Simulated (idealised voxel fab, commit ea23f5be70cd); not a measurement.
Process module name: voxel gate over fins
Shown is cross-section cut, with a width of 220 nm and square cells of size 5 nm.
Each cross-section below is a grid of square cells, stated as bands in top-down order, with one or more rows of cells making up each band.
For a band, the entry starts with two heights in nm, that of the top and then that of the bottom, and carries on with the band's materials in order from left to right, each alongside its width in nm; the word "all across" beside a single material means it fills the band edge to edge, and "air" means empty space.
Height reference: 0 = level under which incoming wafer is all one material. Lowest band: no bottom, runs on downward, e.g. "from 0 down".
A width given as "30 to 40" starts at the first number in the band's top row and ends at the second number in its bottom row, shifting by an equal amount at every step from row to row.
Given "nothing changed" for a step, no cell of the cross-section differs between before and after that step.
"Voids, enclosed" means: voids of 8 cells or more that are shut off from the top with no open way through. Written width x height at distance, distance from the left edge, in nm.
after a step's settings: what the simulator itself notes on the step
overlay nm: right-of-plan distance of the mask on a masked step; negative values mean left-of-plan.

Planned step list for the process
1 op RECEIVE | material Si
2 op CONFORMAL_DEP | material SiN | thk nm 10
3 op PATTERN | tone cover | mask id FINS | material resist | width nm 15 | pitch nm 45 | thk nm 15 | overlay nm 0
4 op DIRECTIONAL_ETCH | etch materials SiN | depth nm 10
5 op DIRECTIONAL_ETCH | etch materials Si | depth nm 40
6 op STRIP | etch materials resist
7 op FILL_DEP | material SiO2 | thk nm 15
8 op CMP | height nm 10
9 op SELECTIVE_ETCH | etch materials SiO2 | depth nm 20
10 op STRIP | etch materials SiN
11 op CONFORMAL_DEP | material HfO2 | thk nm 5
12 op CONFORMAL_DEP | material TiN | thk nm 5
13 op CONFORMAL_DEP | material TiAl | thk nm 5
14 op CONFORMAL_DEP | material TiN | thk nm 5
15 op FILL_DEP | material W | thk nm 15
16 op CMP | height nm 30
17 op CONFORMAL_DEP | material SiCN | thk nm 10

Cross-section of the wafer upon arrival, representing the state reached after step 1
	from 0 down | Si all across
	Voids, enclosed: none

Starting wafer: above. Plan: above. Run: one mistake. Cross-section after the module: below
	from 40 to 20 | W all across
	from 20 to 15 | W 15 nm; TiN 190 nm; W 15 nm
	from 15 to 10 | W 15 nm; TiN 5 nm; TiAl 180 nm; TiN 5 nm; W 15 nm
	from 10 to 5 | TiN 20 nm; TiAl 5 nm; TiN 35 nm; TiAl 10 nm; TiN 35 nm; TiAl 10 nm; TiN 35 nm; TiAl 10 nm; TiN 35 nm; TiAl 5 nm; TiN 20 nm
	from 5 to 0 | TiAl 25 nm; TiN 5 nm; HfO2 25 nm; TiN 5 nm; TiAl 10 nm; TiN 5 nm; HfO2 25 nm; TiN 5 nm; TiAl 10 nm; TiN 5 nm; HfO2 25 nm; TiN 5 nm; TiAl 10 nm; TiN 5 nm; HfO2 25 nm; TiN 5 nm; TiAl 25 nm
	from 0 to -5 | TiN 30 nm; HfO2 5 nm; Si 15 nm; HfO2 5 nm; TiN 20 nm; HfO2 5 nm; Si 15 nm; HfO2 5 nm; TiN 20 nm; HfO2 5 nm; Si 15 nm; HfO2 5 nm; TiN 20 nm; HfO2 5 nm; Si 15 nm; HfO2 5 nm; TiN 30 nm
	from -5 to -10 | HfO2 35 nm; Si 15 nm; HfO2 30 nm; Si 15 nm; HfO2 30 nm; Si 15 nm; HfO2 30 nm; Si 15 nm; HfO2 35 nm
	from -10 to -40 | SiO2 35 nm; Si 15 nm; SiO2 30 nm; Si 15 nm; SiO2 30 nm; Si 15 nm; SiO2 30 nm; Si 15 nm; SiO2 35 nm
	from -40 down | Si all across
	Voids, enclosed: none
Want to know what went wrong? step 17 ran with different settings than intended, the actual operation and settings being op CONFORMAL_DEP | material W | thk nm 10
